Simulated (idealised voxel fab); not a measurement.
process module | voxel fin reveal
cross-section cut | 225 nm wide | cells 5 nm
A cross-section is a grid of square cells, given in bands from the top down. A band is one or more rows of cells.
Each band's line starts with the height of the band's top and of its bottom, in nm. Then come its materials from left to right, each with its width in nm. One material with "throughout" fills the band from edge to edge. "air" is empty space.
Height 0 is the level under which the wafer as received is all one material. The lowest band goes on downwards, as in "0 down".
A width such as "30 to 40" changes by the same amount from each row of cells to the next, from the band's top row to its bottom row.
"no change" after a step means that no cell of the cross-section changed.
closed voids: empty space of 8 cells or more with no open way to the top, each as width x height at its distance from the left edge, in nm
after a step's settings: what the simulator itself notes on the step
overlay nm, on a step with a mask: how far to the right of its planned place the mask lay; to the left if negative
plan
1 op RECEIVE | material Si
2 op CONFORMAL_DEP | material SiN | thk nm 5
3 op MASKED_ETCH | tone cover | mask id FINS | width nm 15 | pitch nm 35 | etch materials SiN | depth nm 5 | overlay nm 0
4 op MASKED_ETCH | tone cover | mask id FINS | width nm 15 | pitch nm 35 | etch materials Si | depth nm 25 | overlay nm 0
5 op FILL_DEP | material SiO2 | thk nm 5
6 op CMP | height nm 5
7 op SELECTIVE_ETCH | etch materials SiO2 | depth nm 30
8 op STRIP | etch materials SiN
9 op CONFORMAL_DEP | material SiO2 | thk nm 5
varied across the wafers: depth nm of step 4. The plan shows the first wafer's value. All wafers start alike
first wafer as received, after step 1
  0 down: Si throughout
  closed voids: none
first wafer at the end, after step 9
  5 to 0: air 65 | SiO2 25 | air 10 | SiO2 25 | air 10 | SiO2 25 | air 65
  0 to -20: air 65 | SiO2 5 | Si 15 | SiO2 5 | air 10 | SiO2 5 | Si 15 | SiO2 5 | air 10 | SiO2 5 | Si 15 | SiO2 5 | air 65
  -20 to -25: SiO2 70 | Si 15 | SiO2 20 | Si 15 | SiO2 20 | Si 15 | SiO2 70
  -25 down: Si throughout
  closed voids: none
last wafer at the end
  5 to 0: air 65 | SiO2 25 | air 10 | SiO2 25 | air 10 | SiO2 25 | air 65
  0 to -20: air 65 | SiO2 5 | Si 15 | SiO2 5 | air 10 | SiO2 5 | Si 15 | SiO2 5 | air 10 | SiO2 5 | Si 15 | SiO2 5 | air 65
  -20 to -50: SiO2 70 | Si 15 | SiO2 20 | Si 15 | SiO2 20 | Si 15 | SiO2 70
  -50 down: Si throughout
  closed voids: none
each wafer at the end: cells of each material gained (+) or lost (-) since it was received, then its closed voids
depth nm 25 | -180 Si | +75 SiO2 | closed voids: none
depth nm 30 | -216 Si | +111 SiO2 | closed voids: none
depth nm 35 | -252 Si | +147 SiO2 | closed voids: none
depth nm 40 | -288 Si | +183 SiO2 | closed voids: none
depth nm 45 | -324 Si | +219 SiO2 | closed voids: none
depth nm 50 | -360 Si | +255 SiO2 | closed voids: none
